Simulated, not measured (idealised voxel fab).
Title: Process Module voxel transistor to metal
Displayed cross-section: cut, width of 165 nm, square cells sized 5 nm.
For the purposes of this document, a cross-section shall be understood as a grid of square cells, specified as bands listed in top-to-bottom order, each band consisting of one or more rows of cells.
It is stipulated that each band's entry specify, in nanometres, the height of the top of the band and then that of its bottom, followed by the materials of the band in left-to-right sequence, each together with its width in nanometres. A single material marked by the word "all across" is understood to fill the band from edge to edge; the word "air" is understood to denote empty space.
Basically, 0 is our baseline, since under it the wafer straight out of the box is all one material. The bottom band has no lower end and keeps on going down, so it looks like "0 nm and below".
Width "30 to 40": first value at the band's top row of cells, second value at its bottom row, equal change from row to row.
What does "no modifications" mean for a step? It means no cell of the cross-section changed in that step.
"Closed cavity list": sealed empty spaces, 8 cells or more, no open way to top, listed width x height at distance, with distance from the left edge and width, height and distance in nm.
The remark found on a step's line after its settings is issued by the simulator itself and pertains to that step.
The optional step-line setting "overlay nm" applies to steps with a mask and quantifies how far to the right of its planned location the mask lay, a negative value indicating leftward placement.
# These are the steps we planned for the process
1. RECEIVE | material Si
2. CONFORMAL_DEP | material SiO2 | thk nm 5
3. CONFORMAL_DEP | material SiN | thk nm 15
4. PATTERN | tone cover | mask id ACTIVE | material resist | width nm 95 | thk nm 15 | overlay nm 0
5. DIRECTIONAL_ETCH | etch materials SiN | depth nm 15
6. DIRECTIONAL_ETCH | etch materials SiO2 | depth nm 5
7. DIRECTIONAL_ETCH | etch materials Si | depth nm 35
8. STRIP | etch materials resist
9. FILL_DEP | material SiO2 | thk nm 15
10. CMP | height nm 20
11. SELECTIVE_ETCH | etch materials SiO2 | depth nm 10
12. STRIP | etch materials SiN
13. SELECTIVE_ETCH | etch materials SiO2 | depth nm 5
14. OXIDIZE | depth nm 5
15. DIRECTIONAL_DEP | material polySi | thk nm 25
16. DIRECTIONAL_DEP | material SiCN | thk nm 10
17. DIRECTIONAL_DEP | material aC | thk nm 15
18. PATTERN | tone cover | mask id GATE | material resist | width nm 15 | thk nm 30 | overlay nm 0
19. DIRECTIONAL_ETCH | etch materials aC | depth nm 15
20. STRIP | etch materials resist
21. DIRECTIONAL_ETCH | etch materials SiCN | depth nm 20
22. DIRECTIONAL_ETCH | etch materials polySi | depth nm 35
23. STRIP | etch materials aC
24. CONFORMAL_DEP | material SiN | thk nm 10
25. DIRECTIONAL_ETCH | etch materials SiN | depth nm 10
26. DIRECTIONAL_ETCH | etch materials SiO2 | depth nm 5
27. DIRECTIONAL_ETCH | etch materials Si | depth nm 15
28. EPI | material pSi | thk nm 20
29. FILL_DEP | material SiO2 | thk nm 5
30. CMP | height nm 35
31. DIRECTIONAL_DEP | material SiO2 | thk nm 15
32. PATTERN | tone open | mask id CONTACT | material resist | width nm 30 | pitch nm 55 | thk nm 15 | overlay nm 0
33. DIRECTIONAL_ETCH | etch materials SiO2 | depth nm 35
34. STRIP | etch materials resist
35. CONFORMAL_DEP | material TiN | thk nm 5
36. FILL_DEP | material W | thk nm 10
37. CMP | height nm 50
38. CONFORMAL_DEP | material SiCN | thk nm 5
39. DIRECTIONAL_DEP | material SiO2 | thk nm 25
40. DIRECTIONAL_DEP | material aC | thk nm 10
41. PATTERN | tone open | mask id METAL_1 | material resist | width nm 20 | pitch nm 65 | thk nm 25 | overlay nm 0
42. DIRECTIONAL_ETCH | etch materials aC | depth nm 10
43. STRIP | etch materials resist
44. DIRECTIONAL_ETCH | etch materials SiO2 | depth nm 25
45. DIRECTIONAL_ETCH | etch materials SiCN | depth nm 5
46. STRIP | etch materials aC
47. CONFORMAL_DEP | material TiN | thk nm 5
48. FILL_DEP | material Cu | thk nm 5
49. CMP | height nm 80
50. CONFORMAL_DEP | material SiCN | thk nm 5
51. DIRECTIONAL_DEP | material SiO2 | thk nm 30
52. DIRECTIONAL_DEP | material aC | thk nm 15
53. PATTERN | tone open | mask id METAL_2 | material resist | width nm 20 | pitch nm 65 | thk nm 35 | overlay nm 0
54. DIRECTIONAL_ETCH | etch materials aC | depth nm 15
55. STRIP | etch materials resist
56. DIRECTIONAL_ETCH | etch materials SiO2 | depth nm 15
57. STRIP | etch materials aC
58. MASKED_ETCH | tone open | mask id METAL_2_HOLES | width nm 15 | pitch nm 65 | etch materials SiO2 | depth nm 15 | overlay nm 0
59. MASKED_ETCH | tone open | mask id METAL_2_HOLES | width nm 15 | pitch nm 65 | etch materials SiCN | depth nm 5 | overlay nm 0
60. CONFORMAL_DEP | material TiN | thk nm 5
61. FILL_DEP | material Cu | thk nm 5
62. CMP | height nm 115
63. CONFORMAL_DEP | material SiN | thk nm 5
# as received, after step 1
    0 nm and below  Si all across
    Closed cavity list: none
# Starting structure and process plan are as shown above, but one mistake was made in running the module; the wafer cross-section at the end of the module follows
    120 nm to 115 nm  SiN all across
    115 nm to 105 nm  SiO2: 40 | TiN: 5 | Cu: 10 | TiN: 5 | SiO2: 45 | TiN: 5 | Cu: 10 | TiN: 5 | SiO2: 40
    105 nm to 100 nm  SiO2: 40 | TiN: 5 | Cu: 5 | TiN: 10 | SiO2: 45 | TiN: 5 | Cu: 5 | TiN: 10 | SiO2: 40
    100 nm to 85 nm  SiO2: 40 | TiN: 5 | Cu: 5 | TiN: 5 | SiO2: 50 | TiN: 5 | Cu: 5 | TiN: 5 | SiO2: 45
    85 nm to 75 nm  SiCN: 40 | TiN: 15 to 20 | SiCN: 50 to 45 | TiN: 15 to 20 | SiCN: 45 to 40
    75 nm to 50 nm  SiO2 all across
    50 nm to 40 nm  SiO2: 40 | TiN: 5 | W: 20 | TiN: 5 | SiO2: 25 | TiN: 5 | W: 20 | TiN: 5 | SiO2: 40
    40 nm to 35 nm  SiO2: 40 | TiN: 5 | W: 15 | TiN: 10 | SiO2: 25 | TiN: 10 | W: 15 | TiN: 5 | SiO2: 40
    35 nm to 25 nm  SiO2: 40 | TiN: 5 | W: 15 | TiN: 5 | SiN: 10 | SiCN: 15 | SiN: 10 | TiN: 5 | W: 15 | TiN: 5 | SiO2: 40
    25 nm to 20 nm  SiO2: 40 | TiN: 5 | W: 15 | TiN: 5 | SiN: 10 | polySi: 15 | SiN: 10 | TiN: 5 | W: 15 | TiN: 5 | SiO2: 40
    20 nm to 15 nm  SiO2: 40 | TiN: 25 | SiN: 10 | polySi: 15 | SiN: 10 | TiN: 25 | SiO2: 40
    15 nm to 5 nm  SiO2: 30 | pSi: 35 | SiN: 10 | polySi: 15 | SiN: 10 | pSi: 35 | SiO2: 30
    5 nm to 0 nm  SiO2: 30 | SiN: 10 | pSi: 25 | SiN: 10 | polySi: 15 | SiN: 10 | pSi: 25 | SiN: 10 | SiO2: 30
    0 nm to -5 nm  SiO2: 40 | pSi: 25 | SiO2: 35 | pSi: 25 | SiO2: 40
    -5 nm to -20 nm  SiO2: 35 | Si: 5 | pSi: 25 | Si: 35 | pSi: 25 | Si: 5 | SiO2: 35
    -20 nm to -35 nm  SiO2: 35 | Si: 95 | SiO2: 35
    -35 nm and below  Si all across
    Closed cavity list: none
Finding, execution versus plan: sequence error: steps 38 and 39 interchanged
